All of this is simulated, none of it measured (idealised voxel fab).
Process module name: voxel wiring stack
Section shown: cut. Width: 160 nm. Cell size: 5 nm, square.
Reading order for cross-sections: top band down to bottom band. Underlying form: a grid of square cells. Band size: one or more rows of cells.
Each band's line starts with the height of the band's top and of its bottom, in nm. Then come its materials from left to right, each with its width in nm. One material with "full width" fills the band from edge to edge. "blank" is empty space.
Ref level 0: as-received wafer is one material below here. Bottom band extends down with no lower bound ("z 0 and below").
Note: "30..40" means the width goes from the first number (top row of the band) to the second number (bottom row) in equal steps per row of cells.
"remained the same" means the step left every cell of the cross-section as it was.
Entry "Encapsulated voids" = empty spaces >= 8 cells with no open way to the top; each as width x height at distance, distance from left edge, all nm.
The remark found on a step's line after its settings is issued by the simulator itself and pertains to that step.
The setting "overlay nm" may be written on the line of a step. When the step uses a mask, the value reports how far to the right of the planned place the mask lay, and a negative value reports that it lay to the left.

PLAN
1. op RECEIVE | material Si
2. op CONFORMAL_DEP | material SiO2 | thk nm 15
3. op DIRECTIONAL_DEP | material TiN | thk nm 5
4. op DIRECTIONAL_DEP | material W | thk nm 20
5. op MASKED_ETCH | tone cover | mask id METAL_1 | width nm 20 | pitch nm 50 | etch materials W | depth nm 20 | overlay nm 0
6. op MASKED_ETCH | tone cover | mask id METAL_1 | width nm 20 | pitch nm 50 | etch materials TiN | depth nm 5 | overlay nm 0
7. op FILL_DEP | material SiO2 | thk nm 10
8. op CMP | height nm 40
9. op CONFORMAL_DEP | material SiCN | thk nm 5
10. op DIRECTIONAL_DEP | material SiO2 | thk nm 20
11. op DIRECTIONAL_DEP | material aC | thk nm 15
12. op PATTERN | tone open | mask id PLUG_1 | material resist | width nm 15 | pitch nm 50 | thk nm 35 | overlay nm 0
13. op DIRECTIONAL_ETCH | etch materials aC | depth nm 15
14. op STRIP | etch materials resist
15. op DIRECTIONAL_ETCH | etch materials SiO2 | depth nm 20
16. op DIRECTIONAL_ETCH | etch materials SiCN | depth nm 5
17. op STRIP | etch materials aC
18. op EPI | material Ru | thk nm 10
19. op EPI | material Ru | thk nm 10
20. op EPI | material Ru | thk nm 5
21. op DIRECTIONAL_DEP | material TiN | thk nm 5
22. op DIRECTIONAL_DEP | material Ru | thk nm 25
23. op PATTERN | tone cover | mask id METAL_2 | material resist | width nm 20 | pitch nm 50 | thk nm 15 | overlay nm 0
24. op DIRECTIONAL_ETCH | etch materials Ru | depth nm 25
25. op DIRECTIONAL_ETCH | etch materials TiN | depth nm 5
26. op STRIP | etch materials resist
27. op FILL_DEP | material SiO2 | thk nm 10
28. op CMP | height nm 95
29. op CONFORMAL_DEP | material SiCN | thk nm 5

STEP 1 COMPLETE: CROSS-SECTION OF THE WAFER AS RECEIVED
z 0 and below: Si full width
Encapsulated voids: none

POST-MODULE CROSS-SECTION OF THE FIRST OF TWO WAFERS (RUN PER PLAN)
z 100 to 95: SiCN full width
z 95 to 70: SiO2 20 nm, then Ru 20 nm, then SiO2 30 nm, then Ru 20 nm, then SiO2 30 nm, then Ru 20 nm, then SiO2 20 nm
z 70 to 65: SiO2 20 nm, then TiN 20 nm, then SiO2 30 nm, then TiN 20 nm, then SiO2 30 nm, then TiN 20 nm, then SiO2 20 nm
z 65 to 45: SiO2 20 nm, then Ru 15 nm, then SiO2 35 nm, then Ru 15 nm, then SiO2 35 nm, then Ru 15 nm, then SiO2 25 nm
z 45 to 40: SiCN 20 nm, then Ru 15 nm, then SiCN 35 nm, then Ru 15 nm, then SiCN 35 nm, then Ru 15 nm, then SiCN 25 nm
z 40 to 20: SiO2 20 nm, then W 20 nm, then SiO2 30 nm, then W 20 nm, then SiO2 30 nm, then W 20 nm, then SiO2 20 nm
z 20 to 15: SiO2 20 nm, then TiN 20 nm, then SiO2 30 nm, then TiN 20 nm, then SiO2 30 nm, then TiN 20 nm, then SiO2 20 nm
z 15 to 0: SiO2 full width
z 0 and below: Si full width
Encapsulated voids: none

WHAT THE SECOND WAFER LOOKS LIKE IN CROSS-SECTION ONCE THE MODULE IS DONE. ITS START AND ITS PLAN MATCHED THE FIRST WAFER'S EXACTLY; WHAT DIFFERED WAS ONE MISTAKE IN HOW IT WAS RUN
z 100 to 95: SiCN full width
z 95 to 70: SiO2 15 nm, then Ru 30 nm, then SiO2 20 nm, then Ru 30 nm, then SiO2 20 nm, then Ru 30 nm, then SiO2 15 nm
z 70 to 65: SiO2 15 nm, then TiN 30 nm, then SiO2 20 nm, then TiN 30 nm, then SiO2 20 nm, then TiN 30 nm, then SiO2 15 nm
z 65 to 45: SiO2 20 nm, then Ru 15 nm, then SiO2 35 nm, then Ru 15 nm, then SiO2 35 nm, then Ru 15 nm, then SiO2 25 nm
z 45 to 40: SiCN 20 nm, then Ru 15 nm, then SiCN 35 nm, then Ru 15 nm, then SiCN 35 nm, then Ru 15 nm, then SiCN 25 nm
z 40 to 20: SiO2 20 nm, then W 20 nm, then SiO2 30 nm, then W 20 nm, then SiO2 30 nm, then W 20 nm, then SiO2 20 nm
z 20 to 15: SiO2 20 nm, then TiN 20 nm, then SiO2 30 nm, then TiN 20 nm, then SiO2 30 nm, then TiN 20 nm, then SiO2 20 nm
z 15 to 0: SiO2 full width
z 0 and below: Si full width
Encapsulated voids: none
So what did we get wrong on this run? heads up, step 23 didn't go per plan, it actually ran as op PATTERN | tone cover | mask id METAL_2 | material resist | width nm 30 | pitch nm 50 | thk nm 15 | overlay nm 0
Wafer comparison, final, in cells, second relative to first, materials more or fewer: +30 Ru, -36 SiO2, +6 TiN
